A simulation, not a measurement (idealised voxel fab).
The process module that follows is named voxel fin reveal.
Square cells of 5 nm make up the cross-section cut, whose width is 285 nm.
Each cross-section below is a grid of square cells, stated as bands in top-down order, with one or more rows of cells making up each band. Top height, bottom height, nm. Materials left to right, width each, nm. Single material + "edge to edge" = fills band edge to edge. "air" = empty. Heads up on the height convention: 0 is the point under which the incoming wafer is all one material, and the lowest band has no bottom, it just keeps going down, like "0 -> down". A width such as "30..40" changes by the same amount from each row of cells to the next, from the band's top row to its bottom row. "no alteration", as given for a step, is the statement that not any cell of the cross-section underwent a change during that step. "Enclosed void entries": sealed empty spaces, 8 cells or more, no open way to top, listed width x height at distance, with distance from the left edge and width, height and distance in nm. Anything after a step's settings on that line? It's the simulator's own note about the step. When a step includes a mask, the "overlay nm" setting on its line states how far to the right of its planned place that mask lay, and negative values state how far to the left.

**Steps in the process plan**
1) op RECEIVE | material Si
2) op CONFORMAL_DEP | material SiN | thk nm 10
3) op MASKED_ETCH | tone cover | mask id FINS | width nm 15 | pitch nm 35 | etch materials SiN | depth nm 10 | overlay nm 0
4) op MASKED_ETCH | tone cover | mask id FINS | width nm 15 | pitch nm 35 | etch materials Si | depth nm 30 | overlay nm 0
5) op OXIDIZE | depth nm 5
6) op FILL_DEP | material SiO2 | thk nm 15
7) op CMP | height nm 10
8) op SELECTIVE_ETCH | etch materials SiO2 | depth nm 30
9) op STRIP | etch materials SiN

**Of two wafers, the first: run according to plan**

**Here's what the wafer looked like in cross-section when it arrived - that's after step 1**
    0 -> down = Si edge to edge
    Enclosed void entries: none

**So this is the wafer cross-section right after step 2**
    10 -> 0 = SiN edge to edge
    Whatever lies below 0 is exactly as it was before.

**So this is the wafer cross-section right after step 3**
    10 -> 0 = air 115 / SiN 15 / air 20 / SiN 15 / air 120
    Whatever lies below 0 is exactly as it was before.

**So this is the wafer cross-section right after step 4**
    10 -> 0 = air 115 / SiN 15 / air 20 / SiN 15 / air 120
    0 -> -30 = air 115 / Si 15 / air 20 / Si 15 / air 120
    Whatever lies below -30 is exactly as it was before.

**So this is the wafer cross-section right after step 5**
    10 -> 0 = air 115 / SiN 15 / air 20 / SiN 15 / air 120
    0 -> -30 = air 115 / SiO2 5 / Si 5 / SiO2 5 / air 20 / SiO2 5 / Si 5 / SiO2 5 / air 120
    -30 -> -35 = SiO2 120 / Si 5 / SiO2 30 / Si 5 / SiO2 125
    Whatever lies below -35 is exactly as it was before.

**So this is the wafer cross-section right after step 6**
    25 -> 10 = SiO2 edge to edge
    10 -> 0 = SiO2 115 / SiN 15 / SiO2 20 / SiN 15 / SiO2 120
    0 -> -35 = SiO2 120 / Si 5 / SiO2 30 / Si 5 / SiO2 125
    Whatever lies below -35 is exactly as it was before.

**So this is the wafer cross-section right after step 7**
    10 -> 0 = SiO2 115 / SiN 15 / SiO2 20 / SiN 15 / SiO2 120
    Whatever lies below 0 is exactly as it was before.

**So this is the wafer cross-section right after step 8**
    10 -> 0 = air 115 / SiN 15 / air 20 / SiN 15 / air 120
    0 -> -20 = air 120 / Si 5 / air 30 / Si 5 / air 125
    Whatever lies below -20 is exactly as it was before.

**So this is the wafer cross-section right after step 9**
    0 -> -20 = air 120 / Si 5 / air 30 / Si 5 / air 125
    Whatever lies below -20 is exactly as it was before.

**Wafer two of two - same starting point, same process plan, one mistake in execution; matches wafer one up to and including step 8**

**Second wafer, cut view, end of step 9 per plan**
    10 -> 0 = air 115 / SiN 15 / air 20 / SiN 15 / air 120
    0 -> -35 = air 120 / Si 5 / air 30 / Si 5 / air 125
    Whatever lies below -35 is exactly as it was before.
Error vs. plan: it should be noted that step 9 was executed with settings other than those planned, the operation and settings actually applied being op STRIP | etch materials SiO2
Looking at both finished wafers in cells, the second ends up ahead of or behind the first on some materials: +12 SiN; -165 SiO2
